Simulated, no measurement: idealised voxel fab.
Name of the process module below: voxel self aligned vias
It is cross-section cut that appears here, measuring 145 nm in width, its square cells being 5 nm in size.
Cross-section layout: square cells on a grid; listed as bands, top to bottom; a band spans one or more cell rows.
Top, bottom (nm), then materials left to right with widths (nm); lone material tagged "throughout" fills the whole band edge to edge; "blank" = empty space.
Zero point of the height axis is 0; under it, received wafer = one material. Lowest band: continues down indefinitely, "z 0 and below".
Graded width ("30 to 40"): value in top row of band = first number; value in bottom row = second number; row-to-row change constant.
Any step labelled "nothing got changed" changed none of the cells in the cross-section.
In the "Enclosed cavity list" entry, you get each enclosed empty space of 8 cells or more, one with no open way to the top, written width x height at distance, distance from the left edge, in nm.
Formally, on a step line, whatever follows the settings is a remark that the simulator itself makes on the step.
overlay nm: on a step with a mask, how far right of its planned place the mask lay; negative means left.

## The following list gives the planned process steps
1,RECEIVE with material Si
2,CONFORMAL_DEP with material SiO2, thk nm 15
3,CONFORMAL_DEP with material SiCN, thk nm 5
4,DIRECTIONAL_DEP with material lowk, thk nm 25
5,MASKED_ETCH with tone open, mask id LINES, width nm 25, pitch nm 65, etch materials lowk, depth nm 25, overlay nm 0
6,CONFORMAL_DEP with material TiN, thk nm 5
7,FILL_DEP with material Ru, thk nm 5
8,CMP with height nm 45
9,SELECTIVE_ETCH with etch materials W Ru TiN, depth nm 10
10,FILL_DEP with material SiN, thk nm 5
11,CMP with height nm 45
12,DIRECTIONAL_DEP with material lowk, thk nm 20
13,DIRECTIONAL_DEP with material aC, thk nm 15
14,PATTERN with tone open, mask id VIAS, material resist, width nm 45, thk nm 35, overlay nm 0
15,DIRECTIONAL_ETCH with etch materials aC, depth nm 15
16,STRIP with etch materials resist
17,DIRECTIONAL_ETCH with etch materials lowk, depth nm 20
18,DIRECTIONAL_ETCH with etch materials SiN, depth nm 10
19,STRIP with etch materials aC
20,CONFORMAL_DEP with material TiN, thk nm 5
21,FILL_DEP with material W, thk nm 10
22,CMP with height nm 65
23,CONFORMAL_DEP with material SiN, thk nm 5

## first wafer, as planned

## Wafer cross-section on receipt, i.e. after step 1
* z 0 and below: Si throughout
* Enclosed cavity list: none

## Cross-sectional representation of the wafer at the conclusion of step 2
* z 15 to 0: SiO2 throughout
* No changes below 0.

## Cross-sectional representation of the wafer at the conclusion of step 3
* z 20 to 15: SiCN throughout
* No changes below 15.

## Cross-sectional representation of the wafer at the conclusion of step 4
* z 45 to 20: lowk throughout
* No changes below 20.

## Cross-sectional representation of the wafer at the conclusion of step 5
* z 45 to 20: 25 nm lowk; 25 nm blank; 40 nm lowk; 25 nm blank; 30 nm lowk
* No changes below 20.

## Cross-sectional representation of the wafer at the conclusion of step 6
* z 50 to 45: 30 nm TiN; 15 nm blank; 50 nm TiN; 15 nm blank; 35 nm TiN
* z 45 to 25: 25 nm lowk; 5 nm TiN; 15 nm blank; 5 nm TiN; 40 nm lowk; 5 nm TiN; 15 nm blank; 5 nm TiN; 30 nm lowk
* z 25 to 20: 25 nm lowk; 25 nm TiN; 40 nm lowk; 25 nm TiN; 30 nm lowk
* No changes below 20.

## Cross-sectional representation of the wafer at the conclusion of step 7
* z 55 to 50: Ru throughout
* z 50 to 45: 30 nm TiN; 15 nm Ru; 50 nm TiN; 15 nm Ru; 35 nm TiN
* z 45 to 25: 25 nm lowk; 5 nm TiN; 15 nm Ru; 5 nm TiN; 40 nm lowk; 5 nm TiN; 15 nm Ru; 5 nm TiN; 30 nm lowk
* No changes below 25.

## Cross-sectional representation of the wafer at the conclusion of step 8
* z 45 to 25: 25 nm lowk; 5 nm TiN; 15 nm Ru; 5 nm TiN; 40 nm lowk; 5 nm TiN; 15 nm Ru; 5 nm TiN; 30 nm lowk
* No changes below 25.

## Cross-sectional representation of the wafer at the conclusion of step 9
* z 45 to 35: 25 nm lowk; 25 nm blank; 40 nm lowk; 25 nm blank; 30 nm lowk
* No changes below 35.

## Cross-sectional representation of the wafer at the conclusion of step 10
* z 50 to 45: SiN throughout
* z 45 to 35: 25 nm lowk; 25 nm SiN; 40 nm lowk; 25 nm SiN; 30 nm lowk
* No changes below 35.

## Cross-sectional representation of the wafer at the conclusion of step 11
* z 45 to 35: 25 nm lowk; 25 nm SiN; 40 nm lowk; 25 nm SiN; 30 nm lowk
* No changes below 35.

## Cross-sectional representation of the wafer at the conclusion of step 12
* z 65 to 45: lowk throughout
* No changes below 45.

## Cross-sectional representation of the wafer at the conclusion of step 13
* z 80 to 65: aC throughout
* No changes below 65.

## Cross-sectional representation of the wafer at the conclusion of step 14
* z 115 to 80: 15 nm resist; 45 nm blank; 85 nm resist
* No changes below 80.

## Cross-sectional representation of the wafer at the conclusion of step 15
* z 100 to 80: 15 nm resist; 45 nm blank; 85 nm resist
* z 80 to 65: 15 nm aC; 45 nm blank; 85 nm aC
* No changes below 65.

## Cross-sectional representation of the wafer at the conclusion of step 16
* z 80 to 65: 15 nm aC; 45 nm blank; 85 nm aC
* No changes below 65.

## Cross-sectional representation of the wafer at the conclusion of step 17
* z 80 to 65: 15 nm aC; 45 nm blank; 85 nm aC
* z 65 to 45: 15 nm lowk; 45 nm blank; 85 nm lowk
* No changes below 45.

## Cross-sectional representation of the wafer at the conclusion of step 18
* z 80 to 65: 15 nm aC; 45 nm blank; 85 nm aC
* z 65 to 45: 15 nm lowk; 45 nm blank; 85 nm lowk
* z 45 to 35: 25 nm lowk; 25 nm blank; 40 nm lowk; 25 nm SiN; 30 nm lowk
* No changes below 35.

## Cross-sectional representation of the wafer at the conclusion of step 19
* z 65 to 45: 15 nm lowk; 45 nm blank; 85 nm lowk
* No changes below 45.

## Cross-sectional representation of the wafer at the conclusion of step 20
* z 70 to 65: 20 nm TiN; 35 nm blank; 90 nm TiN
* z 65 to 50: 15 nm lowk; 5 nm TiN; 35 nm blank; 5 nm TiN; 85 nm lowk
* z 50 to 45: 15 nm lowk; 15 nm TiN; 15 nm blank; 15 nm TiN; 85 nm lowk
* z 45 to 40: 25 nm lowk; 5 nm TiN; 15 nm blank; 5 nm TiN; 40 nm lowk; 25 nm SiN; 30 nm lowk
* z 40 to 35: 25 nm lowk; 25 nm TiN; 40 nm lowk; 25 nm SiN; 30 nm lowk
* No changes below 35.

## Cross-sectional representation of the wafer at the conclusion of step 21
* z 80 to 70: W throughout
* z 70 to 65: 20 nm TiN; 35 nm W; 90 nm TiN
* z 65 to 50: 15 nm lowk; 5 nm TiN; 35 nm W; 5 nm TiN; 85 nm lowk
* z 50 to 45: 15 nm lowk; 15 nm TiN; 15 nm W; 15 nm TiN; 85 nm lowk
* z 45 to 40: 25 nm lowk; 5 nm TiN; 15 nm W; 5 nm TiN; 40 nm lowk; 25 nm SiN; 30 nm lowk
* No changes below 40.

## Cross-sectional representation of the wafer at the conclusion of step 22
* z 65 to 50: 15 nm lowk; 5 nm TiN; 35 nm W; 5 nm TiN; 85 nm lowk
* No changes below 50.

## Cross-sectional representation of the wafer at the conclusion of step 23
* z 70 to 65: SiN throughout
* No changes below 65.

## Second of two: same start, same plan, one run error; steps up to and including 1 match the first

## Cross-section, second wafer, at the end time the plan gives for step 2
* z 5 to 0: SiCN throughout
* No changes below 0.

## Cross-section, second wafer, at the end time the plan gives for step 3
* z 20 to 5: SiO2 throughout
* No changes below 5.

## Cross-section, second wafer, at the end time the plan gives for step 4
* z 45 to 20: lowk throughout
* No changes below 20.

## Cross-section, second wafer, at the end time the plan gives for step 5
* z 45 to 20: 25 nm lowk; 25 nm blank; 40 nm lowk; 25 nm blank; 30 nm lowk
* No changes below 20.

## Cross-section, second wafer, at the end time the plan gives for step 6
* z 50 to 45: 30 nm TiN; 15 nm blank; 50 nm TiN; 15 nm blank; 35 nm TiN
* z 45 to 25: 25 nm lowk; 5 nm TiN; 15 nm blank; 5 nm TiN; 40 nm lowk; 5 nm TiN; 15 nm blank; 5 nm TiN; 30 nm lowk
* z 25 to 20: 25 nm lowk; 25 nm TiN; 40 nm lowk; 25 nm TiN; 30 nm lowk
* No changes below 20.

## Cross-section, second wafer, at the end time the plan gives for step 7
* z 55 to 50: Ru throughout
* z 50 to 45: 30 nm TiN; 15 nm Ru; 50 nm TiN; 15 nm Ru; 35 nm TiN
* z 45 to 25: 25 nm lowk; 5 nm TiN; 15 nm Ru; 5 nm TiN; 40 nm lowk; 5 nm TiN; 15 nm Ru; 5 nm TiN; 30 nm lowk
* No changes below 25.

## Cross-section, second wafer, at the end time the plan gives for step 8
* z 45 to 25: 25 nm lowk; 5 nm TiN; 15 nm Ru; 5 nm TiN; 40 nm lowk; 5 nm TiN; 15 nm Ru; 5 nm TiN; 30 nm lowk
* No changes below 25.

## Cross-section, second wafer, at the end time the plan gives for step 9
* z 45 to 35: 25 nm lowk; 25 nm blank; 40 nm lowk; 25 nm blank; 30 nm lowk
* No changes below 35.

## Cross-section, second wafer, at the end time the plan gives for step 10
* z 50 to 45: SiN throughout
* z 45 to 35: 25 nm lowk; 25 nm SiN; 40 nm lowk; 25 nm SiN; 30 nm lowk
* No changes below 35.

## Cross-section, second wafer, at the end time the plan gives for step 11
* z 45 to 35: 25 nm lowk; 25 nm SiN; 40 nm lowk; 25 nm SiN; 30 nm lowk
* No changes below 35.

## Cross-section, second wafer, at the end time the plan gives for step 12
* z 65 to 45: lowk throughout
* No changes below 45.

## Cross-section, second wafer, at the end time the plan gives for step 13
* z 80 to 65: aC throughout
* No changes below 65.

## Cross-section, second wafer, at the end time the plan gives for step 14
* z 115 to 80: 15 nm resist; 45 nm blank; 85 nm resist
* No changes below 80.

## Cross-section, second wafer, at the end time the plan gives for step 15
* z 100 to 80: 15 nm resist; 45 nm blank; 85 nm resist
* z 80 to 65: 15 nm aC; 45 nm blank; 85 nm aC
* No changes below 65.

## Cross-section, second wafer, at the end time the plan gives for step 16
* z 80 to 65: 15 nm aC; 45 nm blank; 85 nm aC
* No changes below 65.

## Cross-section, second wafer, at the end time the plan gives for step 17
* z 80 to 65: 15 nm aC; 45 nm blank; 85 nm aC
* z 65 to 45: 15 nm lowk; 45 nm blank; 85 nm lowk
* No changes below 45.

## Cross-section, second wafer, at the end time the plan gives for step 18
* z 80 to 65: 15 nm aC; 45 nm blank; 85 nm aC
* z 65 to 45: 15 nm lowk; 45 nm blank; 85 nm lowk
* z 45 to 35: 25 nm lowk; 25 nm blank; 40 nm lowk; 25 nm SiN; 30 nm lowk
* No changes below 35.

## Cross-section, second wafer, at the end time the plan gives for step 19
* z 65 to 45: 15 nm lowk; 45 nm blank; 85 nm lowk
* No changes below 45.

## Cross-section, second wafer, at the end time the plan gives for step 20
* z 70 to 65: 20 nm TiN; 35 nm blank; 90 nm TiN
* z 65 to 50: 15 nm lowk; 5 nm TiN; 35 nm blank; 5 nm TiN; 85 nm lowk
* z 50 to 45: 15 nm lowk; 15 nm TiN; 15 nm blank; 15 nm TiN; 85 nm lowk
* z 45 to 40: 25 nm lowk; 5 nm TiN; 15 nm blank; 5 nm TiN; 40 nm lowk; 25 nm SiN; 30 nm lowk
* z 40 to 35: 25 nm lowk; 25 nm TiN; 40 nm lowk; 25 nm SiN; 30 nm lowk
* No changes below 35.

## Cross-section, second wafer, at the end time the plan gives for step 21
* z 80 to 70: W throughout
* z 70 to 65: 20 nm TiN; 35 nm W; 90 nm TiN
* z 65 to 50: 15 nm lowk; 5 nm TiN; 35 nm W; 5 nm TiN; 85 nm lowk
* z 50 to 45: 15 nm lowk; 15 nm TiN; 15 nm W; 15 nm TiN; 85 nm lowk
* z 45 to 40: 25 nm lowk; 5 nm TiN; 15 nm W; 5 nm TiN; 40 nm lowk; 25 nm SiN; 30 nm lowk
* No changes below 40.

## Cross-section, second wafer, at the end time the plan gives for step 22
* z 65 to 50: 15 nm lowk; 5 nm TiN; 35 nm W; 5 nm TiN; 85 nm lowk
* No changes below 50.

## Cross-section, second wafer, at the end time the plan gives for step 23
* z 70 to 65: SiN throughout
* No changes below 65.
Against the plan, the run slipped here: ran 2 and 3 in swapped order versus the plan
Same inventory, different map: at the end, the second wafer holds as many cells of each material as the first, placed elsewhere.
